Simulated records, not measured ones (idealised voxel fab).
The process module that follows is named voxel self aligned contacts.
For reference, the cross-section in this document is cut, with width 245 nm and square cells of 5 nm.
When this document writes out a cross-section, it uses a grid of square cells and lists it as bands, beginning at the top and moving down, with a band standing for one or more rows of cells.
Heights first: top, then bottom, in nm. Then materials, left to right, each with a width in nm. "everywhere" on a single material: fills the band edge to edge. "empty": empty space.
All heights in this document are referenced to 0, defined as the level beneath which the wafer, as received, consists entirely of one material. The lowest band is not bounded below; it extends indefinitely downward and is written in the form "0..down".
Think of "30..40" as a width that walks from the first number to the second as you go down the band, top row to bottom row, taking equal-sized steps from row to row.
A step reported as "stayed the same" is a step in which no cell of the cross-section changed.
"Closed cavity list": sealed empty spaces, 8 cells or more, no open way to top, listed width x height at distance, with distance from the left edge and width, height and distance in nm.
Anything after a step's settings on that line? It's the simulator's own note about the step.
overlay nm: how far to the right of its planned place the mask lay on this masked step (negative: to the left).

[Listed below are the process steps as planned]
1 op RECEIVE | material Si
2 op CONFORMAL_DEP | material SiO2 | thk nm 5
3 op DIRECTIONAL_DEP | material polySi | thk nm 20
4 op DIRECTIONAL_DEP | material SiN | thk nm 25
5 op DIRECTIONAL_DEP | material aC | thk nm 10
6 op PATTERN | tone cover | mask id GATE | material resist | width nm 25 | pitch nm 70 | thk nm 30 | overlay nm 0
7 op DIRECTIONAL_ETCH | etch materials aC | depth nm 10
8 op STRIP | etch materials resist
9 op DIRECTIONAL_ETCH | etch materials SiN | depth nm 25
10 op DIRECTIONAL_ETCH | etch materials polySi | depth nm 20
11 op STRIP | etch materials aC
12 op CONFORMAL_DEP | material SiN | thk nm 10
13 op DIRECTIONAL_ETCH | etch materials SiN | depth nm 10
14 op FILL_DEP | material SiO2 | thk nm 10
15 op CMP | height nm 55
16 op MASKED_ETCH | tone open | mask id CONTACT | width nm 55 | pitch nm 70 | etch materials SiO2 | depth nm 55 | overlay nm 0
17 op CONFORMAL_DEP | material TiN | thk nm 5
18 op FILL_DEP | material W | thk nm 5
19 op CMP | height nm 55
20 op CONFORMAL_DEP | material SiCN | thk nm 5

[This is the cross-section of the wafer as we received it, i.e. after step 1]
> 0..down | Si everywhere
> Closed cavity list: none

[First of two wafers, end-of-module section, run followed plan]
> 60..55 | SiCN everywhere
> 55..50 | 60 SiO2  20 TiN  15 W  20 TiN  15 SiO2  20 TiN  15 W  20 TiN  60 SiO2
> 50..25 | 30 SiO2  45 SiN  5 TiN  15 W  5 TiN  45 SiN  5 TiN  15 W  5 TiN  45 SiN  30 SiO2
> 25..5 | 30 SiO2  10 SiN  25 polySi  10 SiN  5 TiN  15 W  5 TiN  10 SiN  25 polySi  10 SiN  5 TiN  15 W  5 TiN  10 SiN  25 polySi  10 SiN  30 SiO2
> 5..0 | 75 SiO2  25 TiN  45 SiO2  25 TiN  75 SiO2
> 0..down | Si everywhere
> Closed cavity list: none

[second wafer at the end: like start, like plan, one mistake]
> 60..55 | SiCN everywhere
> 55..50 | 60 SiO2  15 TiN  15 W  25 TiN  15 SiO2  15 TiN  15 W  25 TiN  60 SiO2
> 50..25 | 25 SiO2  45 SiN  5 TiN  15 W  5 TiN  45 SiN  5 TiN  15 W  5 TiN  45 SiN  35 SiO2
> 25..5 | 25 SiO2  10 SiN  25 polySi  10 SiN  5 TiN  15 W  5 TiN  10 SiN  25 polySi  10 SiN  5 TiN  15 W  5 TiN  10 SiN  25 polySi  10 SiN  35 SiO2
> 5..0 | 70 SiO2  25 TiN  45 SiO2  25 TiN  80 SiO2
> 0..down | Si everywhere
> Closed cavity list: none
What was done differently from what was planned? step 6 changed vs plan, executed as op PATTERN | tone cover | mask id GATE | material resist | width nm 25 | pitch nm 70 | thk nm 30 | overlay nm -5
Final wafers compared: equal cell tally per material, rearranged layout.
